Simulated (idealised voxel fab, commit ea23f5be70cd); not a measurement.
Title: Process Module voxel wiring stack
The cross-section shown here is cut; it is 250 nm wide and divided into square cells measuring 5 nm on a side.
This document writes a cross-section as a grid whose cells are square, and gives it as bands, listed from the top down; one or more rows of cells form a band.
Top height, bottom height, nm. Materials left to right, width each, nm. Single material + "full width" = fills band edge to edge. "empty" = empty.
Counting heights begins at 0, where everything beneath is, in the wafer as received, one material. The lowest band has no bottom; it goes on downwards, as "0..down" shows.
A width given as "30 to 40" starts at the first number in the band's top row and ends at the second number in its bottom row, shifting by an equal amount at every step from row to row.
"no alterations made" after a step means that no cell of the cross-section changed.
This entry, "Closed empty spaces", enumerates those empty regions of no fewer than 8 cells that possess no open connection to the top. Each region is reported in the form width x height at distance, the distance being taken from the left edge, with all three quantities expressed in nm.
What comes after the settings on a step's line is commentary from the simulator itself on that step.
overlay nm: where the mask lay relative to plan, measured to the right, on steps with a mask; negatives go left.

### Process steps foreseen in the plan
| 1 | RECEIVE: material Si |
| 2 | CONFORMAL_DEP: material SiO2, thk nm 15 |
| 3 | CONFORMAL_DEP: material SiN, thk nm 5 |
| 4 | DIRECTIONAL_DEP: material lowk, thk nm 20 |
| 5 | MASKED_ETCH: tone open, mask id METAL_1, width nm 30, pitch nm 60, etch materials lowk, depth nm 20, overlay nm 0 |
| 6 | MASKED_ETCH: tone open, mask id METAL_1, width nm 30, pitch nm 60, etch materials SiN, depth nm 5, overlay nm 0 |
| 7 | CONFORMAL_DEP: material TiN, thk nm 5 |
| 8 | FILL_DEP: material Cu, thk nm 10 |
| 9 | CMP: height nm 40 |
| 10 | CONFORMAL_DEP: material SiCN, thk nm 5 |
| 11 | DIRECTIONAL_DEP: material lowk, thk nm 20 |
| 12 | PATTERN: tone open, mask id PLUG_1, material resist, width nm 15, pitch nm 60, thk nm 15, overlay nm 0 |
| 13 | DIRECTIONAL_ETCH: etch materials lowk, depth nm 20 |
| 14 | DIRECTIONAL_ETCH: etch materials SiCN, depth nm 5 |
| 15 | STRIP: etch materials resist |
| 16 | CONFORMAL_DEP: material TiN, thk nm 5 |
| 17 | FILL_DEP: material Ru, thk nm 5 |
| 18 | CMP: height nm 65 |
| 19 | CONFORMAL_DEP: material SiN, thk nm 5 |
| 20 | DIRECTIONAL_DEP: material SiO2, thk nm 15 |
| 21 | DIRECTIONAL_DEP: material aC, thk nm 15 |
| 22 | PATTERN: tone open, mask id METAL_2, material resist, width nm 30, pitch nm 60, thk nm 35, overlay nm 0 |
| 23 | DIRECTIONAL_ETCH: etch materials aC, depth nm 15 |
| 24 | STRIP: etch materials resist |
| 25 | DIRECTIONAL_ETCH: etch materials SiO2, depth nm 15 |
| 26 | DIRECTIONAL_ETCH: etch materials SiN, depth nm 5 |
| 27 | STRIP: etch materials aC |
| 28 | CONFORMAL_DEP: material TiN, thk nm 5 |
| 29 | FILL_DEP: material Cu, thk nm 5 |
| 30 | CMP: height nm 85 |
| 31 | CONFORMAL_DEP: material SiN, thk nm 5 |

### First wafer of two (run as planned)

### Cross-section of the wafer at receipt, which is the condition after step 1
  0..down | Si full width
  Closed empty spaces: none

### The wafer in cross-section once step 2 is complete
  15..0 | SiO2 full width
  Under the height 0 nothing was changed.

### The wafer in cross-section once step 3 is complete
  20..15 | SiN full width
  Under the height 15 nothing was changed.

### The wafer in cross-section once step 4 is complete
  40..20 | lowk full width
  Under the height 20 nothing was changed.

### The wafer in cross-section once step 5 is complete
  40..20 | 50 of lowk  30 of empty  30 of lowk  30 of empty  30 of lowk  30 of empty  50 of lowk
  Under the height 20 nothing was changed.

### The wafer in cross-section once step 6 is complete
  40..20 | 50 of lowk  30 of empty  30 of lowk  30 of empty  30 of lowk  30 of empty  50 of lowk
  20..15 | 50 of SiN  30 of empty  30 of SiN  30 of empty  30 of SiN  30 of empty  50 of SiN
  Under the height 15 nothing was changed.

### The wafer in cross-section once step 7 is complete
  45..40 | 55 of TiN  20 of empty  40 of TiN  20 of empty  40 of TiN  20 of empty  55 of TiN
  40..20 | 50 of lowk  5 of TiN  20 of empty  5 of TiN  30 of lowk  5 of TiN  20 of empty  5 of TiN  30 of lowk  5 of TiN  20 of empty  5 of TiN  50 of lowk
  20..15 | 50 of SiN  30 of TiN  30 of SiN  30 of TiN  30 of SiN  30 of TiN  50 of SiN
  Under the height 15 nothing was changed.

### The wafer in cross-section once step 8 is complete
  55..45 | Cu full width
  45..40 | 55 of TiN  20 of Cu  40 of TiN  20 of Cu  40 of TiN  20 of Cu  55 of TiN
  40..20 | 50 of lowk  5 of TiN  20 of Cu  5 of TiN  30 of lowk  5 of TiN  20 of Cu  5 of TiN  30 of lowk  5 of TiN  20 of Cu  5 of TiN  50 of lowk
  Under the height 20 nothing was changed.

### The wafer in cross-section once step 9 is complete
  40..20 | 50 of lowk  5 of TiN  20 of Cu  5 of TiN  30 of lowk  5 of TiN  20 of Cu  5 of TiN  30 of lowk  5 of TiN  20 of Cu  5 of TiN  50 of lowk
  Under the height 20 nothing was changed.

### The wafer in cross-section once step 10 is complete
  45..40 | SiCN full width
  Under the height 40 nothing was changed.

### The wafer in cross-section once step 11 is complete
  65..45 | lowk full width
  Under the height 45 nothing was changed.

### The wafer in cross-section once step 12 is complete
  80..65 | 50 of resist  15 of empty  45 of resist  15 of empty  45 of resist  15 of empty  65 of resist
  Under the height 65 nothing was changed.

### The wafer in cross-section once step 13 is complete
  80..65 | 50 of resist  15 of empty  45 of resist  15 of empty  45 of resist  15 of empty  65 of resist
  65..45 | 50 of lowk  15 of empty  45 of lowk  15 of empty  45 of lowk  15 of empty  65 of lowk
  Under the height 45 nothing was changed.

### The wafer in cross-section once step 14 is complete
  80..65 | 50 of resist  15 of empty  45 of resist  15 of empty  45 of resist  15 of empty  65 of resist
  65..45 | 50 of lowk  15 of empty  45 of lowk  15 of empty  45 of lowk  15 of empty  65 of lowk
  45..40 | 50 of SiCN  15 of empty  45 of SiCN  15 of empty  45 of SiCN  15 of empty  65 of SiCN
  Under the height 40 nothing was changed.

### The wafer in cross-section once step 15 is complete
  65..45 | 50 of lowk  15 of empty  45 of lowk  15 of empty  45 of lowk  15 of empty  65 of lowk
  Under the height 45 nothing was changed.

### The wafer in cross-section once step 16 is complete
  70..65 | 55 of TiN  5 of empty  55 of TiN  5 of empty  55 of TiN  5 of empty  70 of TiN
  65..45 | 50 of lowk  5 of TiN  5 of empty  5 of TiN  45 of lowk  5 of TiN  5 of empty  5 of TiN  45 of lowk  5 of TiN  5 of empty  5 of TiN  65 of lowk
  45..40 | 50 of SiCN  15 of TiN  45 of SiCN  15 of TiN  45 of SiCN  15 of TiN  65 of SiCN
  Under the height 40 nothing was changed.

### The wafer in cross-section once step 17 is complete
  75..70 | Ru full width
  70..65 | 55 of TiN  5 of Ru  55 of TiN  5 of Ru  55 of TiN  5 of Ru  70 of TiN
  65..45 | 50 of lowk  5 of TiN  5 of Ru  5 of TiN  45 of lowk  5 of TiN  5 of Ru  5 of TiN  45 of lowk  5 of TiN  5 of Ru  5 of TiN  65 of lowk
  Under the height 45 nothing was changed.

### The wafer in cross-section once step 18 is complete
  65..45 | 50 of lowk  5 of TiN  5 of Ru  5 of TiN  45 of lowk  5 of TiN  5 of Ru  5 of TiN  45 of lowk  5 of TiN  5 of Ru  5 of TiN  65 of lowk
  Under the height 45 nothing was changed.

### The wafer in cross-section once step 19 is complete
  70..65 | SiN full width
  Under the height 65 nothing was changed.

### The wafer in cross-section once step 20 is complete
  85..70 | SiO2 full width
  Under the height 70 nothing was changed.

### The wafer in cross-section once step 21 is complete
  100..85 | aC full width
  Under the height 85 nothing was changed.

### The wafer in cross-section once step 22 is complete
  135..100 | 50 of resist  30 of empty  30 of resist  30 of empty  30 of resist  30 of empty  50 of resist
  Under the height 100 nothing was changed.

### The wafer in cross-section once step 23 is complete
  120..100 | 50 of resist  30 of empty  30 of resist  30 of empty  30 of resist  30 of empty  50 of resist
  100..85 | 50 of aC  30 of empty  30 of aC  30 of empty  30 of aC  30 of empty  50 of aC
  Under the height 85 nothing was changed.

### The wafer in cross-section once step 24 is complete
  100..85 | 50 of aC  30 of empty  30 of aC  30 of empty  30 of aC  30 of empty  50 of aC
  Under the height 85 nothing was changed.

### The wafer in cross-section once step 25 is complete
  100..85 | 50 of aC  30 of empty  30 of aC  30 of empty  30 of aC  30 of empty  50 of aC
  85..70 | 50 of SiO2  30 of empty  30 of SiO2  30 of empty  30 of SiO2  30 of empty  50 of SiO2
  Under the height 70 nothing was changed.

### The wafer in cross-section once step 26 is complete
  100..85 | 50 of aC  30 of empty  30 of aC  30 of empty  30 of aC  30 of empty  50 of aC
  85..70 | 50 of SiO2  30 of empty  30 of SiO2  30 of empty  30 of SiO2  30 of empty  50 of SiO2
  70..65 | 50 of SiN  30 of empty  30 of SiN  30 of empty  30 of SiN  30 of empty  50 of SiN
  Under the height 65 nothing was changed.

### The wafer in cross-section once step 27 is complete
  85..70 | 50 of SiO2  30 of empty  30 of SiO2  30 of empty  30 of SiO2  30 of empty  50 of SiO2
  Under the height 70 nothing was changed.

### The wafer in cross-section once step 28 is complete
  90..85 | 55 of TiN  20 of empty  40 of TiN  20 of empty  40 of TiN  20 of empty  55 of TiN
  85..70 | 50 of SiO2  5 of TiN  20 of empty  5 of TiN  30 of SiO2  5 of TiN  20 of empty  5 of TiN  30 of SiO2  5 of TiN  20 of empty  5 of TiN  50 of SiO2
  70..65 | 50 of SiN  30 of TiN  30 of SiN  30 of TiN  30 of SiN  30 of TiN  50 of SiN
  Under the height 65 nothing was changed.

### The wafer in cross-section once step 29 is complete
  95..90 | Cu full width
  90..85 | 55 of TiN  20 of Cu  40 of TiN  20 of Cu  40 of TiN  20 of Cu  55 of TiN
  85..70 | 50 of SiO2  5 of TiN  20 of Cu  5 of TiN  30 of SiO2  5 of TiN  20 of Cu  5 of TiN  30 of SiO2  5 of TiN  20 of Cu  5 of TiN  50 of SiO2
  Under the height 70 nothing was changed.

### The wafer in cross-section once step 30 is complete
  85..70 | 50 of SiO2  5 of TiN  20 of Cu  5 of TiN  30 of SiO2  5 of TiN  20 of Cu  5 of TiN  30 of SiO2  5 of TiN  20 of Cu  5 of TiN  50 of SiO2
  Under the height 70 nothing was changed.

### The wafer in cross-section once step 31 is complete
  90..85 | SiN full width
  Under the height 85 nothing was changed.

### Wafer two of two - same starting point, same process plan, one mistake in execution; matches wafer one up to and including step 1

### The second wafer cut through, at the time step 2 was supposed to be finished
  5..0 | SiN full width
  Under the height 0 nothing was changed.

### The second wafer cut through, at the time step 3 was supposed to be finished
  20..5 | SiO2 full width
  Under the height 5 nothing was changed.

### The second wafer cut through, at the time step 4 was supposed to be finished
  40..20 | lowk full width
  Under the height 20 nothing was changed.

### The second wafer cut through, at the time step 5 was supposed to be finished
  40..20 | 50 of lowk  30 of empty  30 of lowk  30 of empty  30 of lowk  30 of empty  50 of lowk
  Under the height 20 nothing was changed.

The second wafer cut through, at the time step 6 was supposed to be finished: no alterations made

### The second wafer cut through, at the time step 7 was supposed to be finished
  45..40 | 55 of TiN  20 of empty  40 of TiN  20 of empty  40 of TiN  20 of empty  55 of TiN
  40..25 | 50 of lowk  5 of TiN  20 of empty  5 of TiN  30 of lowk  5 of TiN  20 of empty  5 of TiN  30 of lowk  5 of TiN  20 of empty  5 of TiN  50 of lowk
  25..20 | 50 of lowk  30 of TiN  30 of lowk  30 of TiN  30 of lowk  30 of TiN  50 of lowk
  Under the height 20 nothing was changed.

### The second wafer cut through, at the time step 8 was supposed to be finished
  55..45 | Cu full width
  45..40 | 55 of TiN  20 of Cu  40 of TiN  20 of Cu  40 of TiN  20 of Cu  55 of TiN
  40..25 | 50 of lowk  5 of TiN  20 of Cu  5 of TiN  30 of lowk  5 of TiN  20 of Cu  5 of TiN  30 of lowk  5 of TiN  20 of Cu  5 of TiN  50 of lowk
  Under the height 25 nothing was changed.

### The second wafer cut through, at the time step 9 was supposed to be finished
  40..25 | 50 of lowk  5 of TiN  20 of Cu  5 of TiN  30 of lowk  5 of TiN  20 of Cu  5 of TiN  30 of lowk  5 of TiN  20 of Cu  5 of TiN  50 of lowk
  Under the height 25 nothing was changed.

### The second wafer cut through, at the time step 10 was supposed to be finished
  45..40 | SiCN full width
  Under the height 40 nothing was changed.

### The second wafer cut through, at the time step 11 was supposed to be finished
  65..45 | lowk full width
  Under the height 45 nothing was changed.

### The second wafer cut through, at the time step 12 was supposed to be finished
  80..65 | 50 of resist  15 of empty  45 of resist  15 of empty  45 of resist  15 of empty  65 of resist
  Under the height 65 nothing was changed.

### The second wafer cut through, at the time step 13 was supposed to be finished
  80..65 | 50 of resist  15 of empty  45 of resist  15 of empty  45 of resist  15 of empty  65 of resist
  65..45 | 50 of lowk  15 of empty  45 of lowk  15 of empty  45 of lowk  15 of empty  65 of lowk
  Under the height 45 nothing was changed.

### The second wafer cut through, at the time step 14 was supposed to be finished
  80..65 | 50 of resist  15 of empty  45 of resist  15 of empty  45 of resist  15 of empty  65 of resist
  65..45 | 50 of lowk  15 of empty  45 of lowk  15 of empty  45 of lowk  15 of empty  65 of lowk
  45..40 | 50 of SiCN  15 of empty  45 of SiCN  15 of empty  45 of SiCN  15 of empty  65 of SiCN
  Under the height 40 nothing was changed.

### The second wafer cut through, at the time step 15 was supposed to be finished
  65..45 | 50 of lowk  15 of empty  45 of lowk  15 of empty  45 of lowk  15 of empty  65 of lowk
  Under the height 45 nothing was changed.

### The second wafer cut through, at the time step 16 was supposed to be finished
  70..65 | 55 of TiN  5 of empty  55 of TiN  5 of empty  55 of TiN  5 of empty  70 of TiN
  65..45 | 50 of lowk  5 of TiN  5 of empty  5 of TiN  45 of lowk  5 of TiN  5 of empty  5 of TiN  45 of lowk  5 of TiN  5 of empty  5 of TiN  65 of lowk
  45..40 | 50 of SiCN  15 of TiN  45 of SiCN  15 of TiN  45 of SiCN  15 of TiN  65 of SiCN
  Under the height 40 nothing was changed.

### The second wafer cut through, at the time step 17 was supposed to be finished
  75..70 | Ru full width
  70..65 | 55 of TiN  5 of Ru  55 of TiN  5 of Ru  55 of TiN  5 of Ru  70 of TiN
  65..45 | 50 of lowk  5 of TiN  5 of Ru  5 of TiN  45 of lowk  5 of TiN  5 of Ru  5 of TiN  45 of lowk  5 of TiN  5 of Ru  5 of TiN  65 of lowk
  Under the height 45 nothing was changed.

### The second wafer cut through, at the time step 18 was supposed to be finished
  65..45 | 50 of lowk  5 of TiN  5 of Ru  5 of TiN  45 of lowk  5 of TiN  5 of Ru  5 of TiN  45 of lowk  5 of TiN  5 of Ru  5 of TiN  65 of lowk
  Under the height 45 nothing was changed.

### The second wafer cut through, at the time step 19 was supposed to be finished
  70..65 | SiN full width
  Under the height 65 nothing was changed.

### The second wafer cut through, at the time step 20 was supposed to be finished
  85..70 | SiO2 full width
  Under the height 70 nothing was changed.

### The second wafer cut through, at the time step 21 was supposed to be finished
  100..85 | aC full width
  Under the height 85 nothing was changed.

### The second wafer cut through, at the time step 22 was supposed to be finished
  135..100 | 50 of resist  30 of empty  30 of resist  30 of empty  30 of resist  30 of empty  50 of resist
  Under the height 100 nothing was changed.

### The second wafer cut through, at the time step 23 was supposed to be finished
  120..100 | 50 of resist  30 of empty  30 of resist  30 of empty  30 of resist  30 of empty  50 of resist
  100..85 | 50 of aC  30 of empty  30 of aC  30 of empty  30 of aC  30 of empty  50 of aC
  Under the height 85 nothing was changed.

### The second wafer cut through, at the time step 24 was supposed to be finished
  100..85 | 50 of aC  30 of empty  30 of aC  30 of empty  30 of aC  30 of empty  50 of aC
  Under the height 85 nothing was changed.

### The second wafer cut through, at the time step 25 was supposed to be finished
  100..85 | 50 of aC  30 of empty  30 of aC  30 of empty  30 of aC  30 of empty  50 of aC
  85..70 | 50 of SiO2  30 of empty  30 of SiO2  30 of empty  30 of SiO2  30 of empty  50 of SiO2
  Under the height 70 nothing was changed.

### The second wafer cut through, at the time step 26 was supposed to be finished
  100..85 | 50 of aC  30 of empty  30 of aC  30 of empty  30 of aC  30 of empty  50 of aC
  85..70 | 50 of SiO2  30 of empty  30 of SiO2  30 of empty  30 of SiO2  30 of empty  50 of SiO2
  70..65 | 50 of SiN  30 of empty  30 of SiN  30 of empty  30 of SiN  30 of empty  50 of SiN
  Under the height 65 nothing was changed.

### The second wafer cut through, at the time step 27 was supposed to be finished
  85..70 | 50 of SiO2  30 of empty  30 of SiO2  30 of empty  30 of SiO2  30 of empty  50 of SiO2
  Under the height 70 nothing was changed.

### The second wafer cut through, at the time step 28 was supposed to be finished
  90..85 | 55 of TiN  20 of empty  40 of TiN  20 of empty  40 of TiN  20 of empty  55 of TiN
  85..70 | 50 of SiO2  5 of TiN  20 of empty  5 of TiN  30 of SiO2  5 of TiN  20 of empty  5 of TiN  30 of SiO2  5 of TiN  20 of empty  5 of TiN  50 of SiO2
  70..65 | 50 of SiN  30 of TiN  30 of SiN  30 of TiN  30 of SiN  30 of TiN  50 of SiN
  Under the height 65 nothing was changed.

### The second wafer cut through, at the time step 29 was supposed to be finished
  95..90 | Cu full width
  90..85 | 55 of TiN  20 of Cu  40 of TiN  20 of Cu  40 of TiN  20 of Cu  55 of TiN
  85..70 | 50 of SiO2  5 of TiN  20 of Cu  5 of TiN  30 of SiO2  5 of TiN  20 of Cu  5 of TiN  30 of SiO2  5 of TiN  20 of Cu  5 of TiN  50 of SiO2
  Under the height 70 nothing was changed.

### The second wafer cut through, at the time step 30 was supposed to be finished
  85..70 | 50 of SiO2  5 of TiN  20 of Cu  5 of TiN  30 of SiO2  5 of TiN  20 of Cu  5 of TiN  30 of SiO2  5 of TiN  20 of Cu  5 of TiN  50 of SiO2
  Under the height 70 nothing was changed.

### The second wafer cut through, at the time step 31 was supposed to be finished
  90..85 | SiN full width
  Under the height 85 nothing was changed.
The plan and the run diverged here: so 2 and 3 got swapped relative to the plan, each ran where the other was supposed to
The second wafer ends with more or fewer cells of some materials than the first, per final count: -12 Cu, +18 SiN, -6 TiN
